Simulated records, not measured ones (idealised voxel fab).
voxel self aligned contacts: a process module
Section shown: cut. Width: 240 nm. Cell size: 5 nm, square.
Square cells in a grid make up a cross-section in this document, and the grid is given as bands, listed from the top down, each one or more rows of cells. Basically the band line says how high the top is and how high the bottom is, in nm, and then what's in it from left to right, every material with its width in nm. Empty space shows up as "blank", and if a single material carries "throughout" it runs the full band edge to edge. Below 0: as-received wafer, all one material; heights counted from there. Lowest band: no bottom, goes on down, written "0 nm and below". The width entry "30->40" should be interpreted row by row: the top row of cells in the band takes the first number, the bottom row takes the second number, and the change between adjacent rows is uniform throughout. Reading "remains unaltered" for a step: not a cell of the cross-section changed in it. Basically, "Fully enclosed voids" tells you about the enclosed voids: empty spaces with no open way to the top, 8 cells or bigger, each written width x height at distance, where distance is from the left edge, all in nm. On a step's line, text after the settings is the simulator commenting on that step. overlay nm: on a step with a mask, how far right of its planned place the mask lay; negative means left.

-- The steps planned for the process are as follows
1. RECEIVE, material Si
2. CONFORMAL_DEP, material SiO2, thk nm 5
3. DIRECTIONAL_DEP, material polySi, thk nm 20
4. DIRECTIONAL_DEP, material SiN, thk nm 20
5. MASKED_ETCH, tone cover, mask id GATE, width nm 25, pitch nm 65, etch materials SiN, depth nm 20, overlay nm 0
6. MASKED_ETCH, tone cover, mask id GATE, width nm 25, pitch nm 65, etch materials polySi, depth nm 20, overlay nm 0
7. CONFORMAL_DEP, material SiN, thk nm 10
8. DIRECTIONAL_ETCH, etch materials SiN, depth nm 10
9. FILL_DEP, material SiO2, thk nm 10
10. CMP, height nm 50
11. DIRECTIONAL_DEP, material aC, thk nm 15
12. PATTERN, tone open, mask id CONTACT, material resist, width nm 50, pitch nm 65, thk nm 30, overlay nm 0
13. DIRECTIONAL_ETCH, etch materials aC, depth nm 15
14. STRIP, etch materials resist
15. DIRECTIONAL_ETCH, etch materials SiO2, depth nm 50
16. STRIP, etch materials aC
17. CONFORMAL_DEP, material TiN, thk nm 5
18. FILL_DEP, material Ru, thk nm 10
19. CMP, height nm 50
20. CONFORMAL_DEP, material SiN, thk nm 5

-- Cross-sectional view of the wafer in its as-received condition, corresponding to the state after step 1
    0 nm and below  Si throughout
    Fully enclosed voids: none

-- first wafer at the end, as planned
    55 nm to 50 nm  SiN throughout
    50 nm to 45 nm  SiO2 60 / TiN 20 / Ru 10 / TiN 20 / SiO2 15 / TiN 20 / Ru 10 / TiN 20 / SiO2 65
    45 nm to 25 nm  SiO2 30 / SiN 45 / TiN 5 / Ru 10 / TiN 5 / SiN 45 / TiN 5 / Ru 10 / TiN 5 / SiN 45 / SiO2 35
    25 nm to 5 nm  SiO2 30 / SiN 10 / polySi 25 / SiN 10 / TiN 5 / Ru 10 / TiN 5 / SiN 10 / polySi 25 / SiN 10 / TiN 5 / Ru 10 / TiN 5 / SiN 10 / polySi 25 / SiN 10 / SiO2 35
    5 nm to 0 nm  SiO2 75 / TiN 20 / SiO2 45 / TiN 20 / SiO2 80
    0 nm and below  Si throughout
    Fully enclosed voids: none

-- Same start, same plan as the first wafer - but one mistake in the run. Cross-section of the second of the two at the end of the module
    55 nm to 50 nm  SiN throughout
    50 nm to 45 nm  SiO2 60 / TiN 20 / Ru 10 / TiN 20 / SiO2 15 / TiN 20 / Ru 10 / TiN 20 / SiO2 65
    45 nm to 25 nm  SiO2 30 / SiN 45 / TiN 5 / Ru 10 / TiN 5 / SiN 45 / TiN 5 / Ru 10 / TiN 5 / SiN 45 / SiO2 35
    25 nm to 20 nm  SiO2 75 / TiN 20 / SiO2 45 / TiN 20 / SiO2 80
    20 nm to 0 nm  polySi throughout
    0 nm and below  Si throughout
    Fully enclosed voids: none
Diagnosis: steps 2 and 3 got flipped, so each one ran where the other should have
Final wafer comparison in cells, second versus first, more or fewer per material: Ru: 16 fewer; SiN: 48 fewer; SiO2: 52 fewer; TiN: 16 fewer; polySi: 132 more
